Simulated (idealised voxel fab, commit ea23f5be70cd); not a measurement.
Process module, titled voxel wiring stack
cross-section cut | 245 nm wide | cells 5 nm
Cross-section = grid of square cells, listed top down in bands; band = one or more rows. The band entry comprises the height of the band's top followed by the height of its bottom, expressed in nm, and subsequently the band's materials from left to right, each stated together with its width in nm. Where a single material is marked with the word "edge to edge", that material fills the band from edge to edge. The word "blank" represents empty space. For the purposes of this specification, 0 denotes the height below which the wafer in its as-received condition is composed wholly of one material, and the lowermost band, lacking a lower limit, extends downward without end, as expressed in "0..down". Top row gets the first number, bottom row gets the second, and each row in between changes by the same step: that is how a band width like "30->40" works. For the purposes of this document, the phrase "nothing different" attached to a step denotes that no cell within the cross-section was modified by that step. Basically, "Internal closed voids" tells you about the enclosed voids: empty spaces with no open way to the top, 8 cells or bigger, each written width x height at distance, where distance is from the left edge, all in nm. Text after the settings on a step's line: the simulator's own remark on that step. overlay nm: right-of-plan distance of the mask on a masked step; negative values mean left-of-plan.

The process steps that were planned are listed below:
| 1 | op RECEIVE | material Si |
| 2 | op CONFORMAL_DEP | material SiO2 | thk nm 15 |
| 3 | op CONFORMAL_DEP | material SiN | thk nm 5 |
| 4 | op DIRECTIONAL_DEP | material SiO2 | thk nm 20 |
| 5 | op DIRECTIONAL_DEP | material aC | thk nm 15 |
| 6 | op PATTERN | tone open | mask id METAL_1 | material resist | width nm 20 | pitch nm 45 | thk nm 30 | overlay nm 0 |
| 7 | op DIRECTIONAL_ETCH | etch materials aC | depth nm 15 |
| 8 | op STRIP | etch materials resist |
| 9 | op DIRECTIONAL_ETCH | etch materials SiO2 | depth nm 20 |
| 10 | op DIRECTIONAL_ETCH | etch materials SiN | depth nm 5 |
| 11 | op STRIP | etch materials aC |
| 12 | op CONFORMAL_DEP | material TiN | thk nm 5 |
| 13 | op FILL_DEP | material W | thk nm 10 |
| 14 | op CMP | height nm 40 |
| 15 | op EPI | material Ru | thk nm 5 |
| 16 | op FILL_DEP | material SiCN | thk nm 5 |
| 17 | op DIRECTIONAL_DEP | material lowk | thk nm 30 |
| 18 | op PATTERN | tone open | mask id METAL_2 | material resist | width nm 20 | pitch nm 45 | thk nm 15 | overlay nm 0 |
| 19 | op DIRECTIONAL_ETCH | etch materials lowk | depth nm 15 |
| 20 | op STRIP | etch materials resist |
| 21 | op DIRECTIONAL_DEP | material aC | thk nm 10 |
| 22 | op PATTERN | tone open | mask id METAL_2_HOLES | material resist | width nm 15 | pitch nm 45 | thk nm 30 | overlay nm 0 |
| 23 | op DIRECTIONAL_ETCH | etch materials aC | depth nm 10 |
| 24 | op STRIP | etch materials resist |
| 25 | op DIRECTIONAL_ETCH | etch materials lowk | depth nm 15 |
| 26 | op DIRECTIONAL_ETCH | etch materials SiCN | depth nm 5 |
| 27 | op STRIP | etch materials aC |
| 28 | op CONFORMAL_DEP | material TiN | thk nm 5 |
| 29 | op FILL_DEP | material Ru | thk nm 5 |
| 30 | op CMP | height nm 80 |
| 31 | op CONFORMAL_DEP | material SiCN | thk nm 5 |
| 32 | op DIRECTIONAL_DEP | material lowk | thk nm 30 |
| 33 | op MASKED_ETCH | tone open | mask id METAL_3_HOLES | width nm 15 | pitch nm 45 | etch materials lowk | depth nm 30 | overlay nm 0 |
| 34 | op MASKED_ETCH | tone open | mask id METAL_3 | width nm 20 | pitch nm 45 | etch materials lowk | depth nm 15 | overlay nm -15 |
| 35 | op MASKED_ETCH | tone open | mask id METAL_3 | width nm 20 | pitch nm 45 | etch materials SiCN | depth nm 5 | overlay nm 0 |
| 36 | op CONFORMAL_DEP | material TiN | thk nm 5 |
| 37 | op FILL_DEP | material Ru | thk nm 10 |
| 38 | op CMP | height nm 115 |
| 39 | op CONFORMAL_DEP | material SiCN | thk nm 5 |
| 40 | op DIRECTIONAL_DEP | material SiO2 | thk nm 35 |
| 41 | op DIRECTIONAL_DEP | material aC | thk nm 10 |
| 42 | op PATTERN | tone open | mask id METAL_4 | material resist | width nm 20 | pitch nm 45 | thk nm 25 | overlay nm 0 |
| 43 | op DIRECTIONAL_ETCH | etch materials aC | depth nm 10 |
| 44 | op STRIP | etch materials resist |
| 45 | op DIRECTIONAL_ETCH | etch materials SiO2 | depth nm 20 |
| 46 | op STRIP | etch materials aC |
| 47 | op MASKED_ETCH | tone open | mask id METAL_4_HOLES | width nm 15 | pitch nm 45 | etch materials SiO2 | depth nm 15 | overlay nm 0 |
| 48 | op MASKED_ETCH | tone open | mask id METAL_4_HOLES | width nm 15 | pitch nm 45 | etch materials SiCN | depth nm 5 | overlay nm 0 |
| 49 | op CONFORMAL_DEP | material TiN | thk nm 5 |
| 50 | op FILL_DEP | material Cu | thk nm 5 |
| 51 | op CMP | height nm 155 |
| 52 | op CONFORMAL_DEP | material SiN | thk nm 5 |
Where the wafers of this document differ is in the overlay nm of step 34; they start out the same, and the plan states the value that applied to the first wafer.

Received wafers, first of several: cross-section after step 1:
  0..down  Si edge to edge
  Internal closed voids: none

The table below has one row for each wafer; a row shows, as of the end of the module, how many cells of each material the wafer has gained, marked (+), or lost, marked (-), since it was received, and then the wafer's closed voids:
overlay nm -15; +40 Cu; +104 Ru; +136 SiCN; +82 SiN; +522 SiO2; +256 TiN; +32 W; +396 lowk; Internal closed voids: none
overlay nm -10; +40 Cu; +96 Ru; +136 SiCN; +82 SiN; +522 SiO2; +252 TiN; +32 W; +408 lowk; Internal closed voids: none
overlay nm -5; +40 Cu; +88 Ru; +136 SiCN; +82 SiN; +522 SiO2; +248 TiN; +32 W; +420 lowk; Internal closed voids: none
overlay nm 0; +40 Cu; +88 Ru; +136 SiCN; +82 SiN; +522 SiO2; +248 TiN; +32 W; +420 lowk; Internal closed voids: none
overlay nm 5; +40 Cu; +96 Ru; +136 SiCN; +82 SiN; +522 SiO2; +252 TiN; +32 W; +408 lowk; Internal closed voids: none
overlay nm 10; +40 Cu; +104 Ru; +136 SiCN; +82 SiN; +522 SiO2; +256 TiN; +32 W; +396 lowk; Internal closed voids: none
overlay nm 15; +40 Cu; +112 Ru; +136 SiCN; +82 SiN; +522 SiO2; +260 TiN; +32 W; +384 lowk; Internal closed voids: none
